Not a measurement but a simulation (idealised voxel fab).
process module | voxel gate over fins
cross-section cut | 220 nm wide | cells 5 nm
A cross-section is a grid of square cells, given in bands from the top down. A band is one or more rows of cells.
Each band's line starts with the height of the band's top and of its bottom, in nm. Then come its materials from left to right, each with its width in nm. One material with "throughout" fills the band from edge to edge. "air" is empty space.
Height 0 is the level under which the wafer as received is all one material. The lowest band goes on downwards, as in "0 down".
A width such as "30 to 40" changes by the same amount from each row of cells to the next, from the band's top row to its bottom row.
"no change" after a step means that no cell of the cross-section changed.
closed voids: empty space of 8 cells or more with no open way to the top, each as width x height at its distance from the left edge, in nm
after a step's settings: what the simulator itself notes on the step
overlay nm, on a step with a mask: how far to the right of its planned place the mask lay; to the left if negative
plan
1 op RECEIVE | material Si
2 op CONFORMAL_DEP | material SiN | thk nm 10
3 op DIRECTIONAL_DEP | material aC | thk nm 15
4 op PATTERN | tone cover | mask id FINS | material resist | width nm 15 | pitch nm 45 | thk nm 30 | overlay nm 0
5 op DIRECTIONAL_ETCH | etch materials aC | depth nm 15
6 op STRIP | etch materials resist
7 op DIRECTIONAL_ETCH | etch materials SiN | depth nm 10
8 op DIRECTIONAL_ETCH | etch materials Si | depth nm 30
9 op STRIP | etch materials aC
10 op FILL_DEP | material SiO2 | thk nm 5
11 op CMP | height nm 10
12 op SELECTIVE_ETCH | etch materials SiO2 | depth nm 20
13 op STRIP | etch materials SiN
14 op CONFORMAL_DEP | material HfO2 | thk nm 5
15 op CONFORMAL_DEP | material TiN | thk nm 5
16 op FILL_DEP | material W | thk nm 10
17 op CMP | height nm 15
18 op CONFORMAL_DEP | material SiCN | thk nm 10
as received, after step 1
  0 down: Si throughout
  closed voids: none
a wafer at the end: this start, this plan, one mistake
  25 to 10: W throughout
  10 to 5: W 45 | TiN 35 | W 10 | TiN 35 | W 10 | TiN 35 | W 50
  5 to 0: W 45 | TiN 5 | HfO2 25 | TiN 5 | W 10 | TiN 5 | HfO2 25 | TiN 5 | W 10 | TiN 5 | HfO2 25 | TiN 5 | W 50
  0 to -5: TiN 50 | HfO2 5 | Si 15 | HfO2 5 | TiN 20 | HfO2 5 | Si 15 | HfO2 5 | TiN 20 | HfO2 5 | Si 15 | HfO2 5 | TiN 55
  -5 to -10: HfO2 55 | Si 15 | HfO2 30 | Si 15 | HfO2 30 | Si 15 | HfO2 60
  -10 to -30: SiO2 55 | Si 15 | SiO2 30 | Si 15 | SiO2 30 | Si 15 | SiO2 60
  -30 down: Si throughout
  closed voids: none
what went wrong: step 18 ran as: op CONFORMAL_DEP | material W | thk nm 10
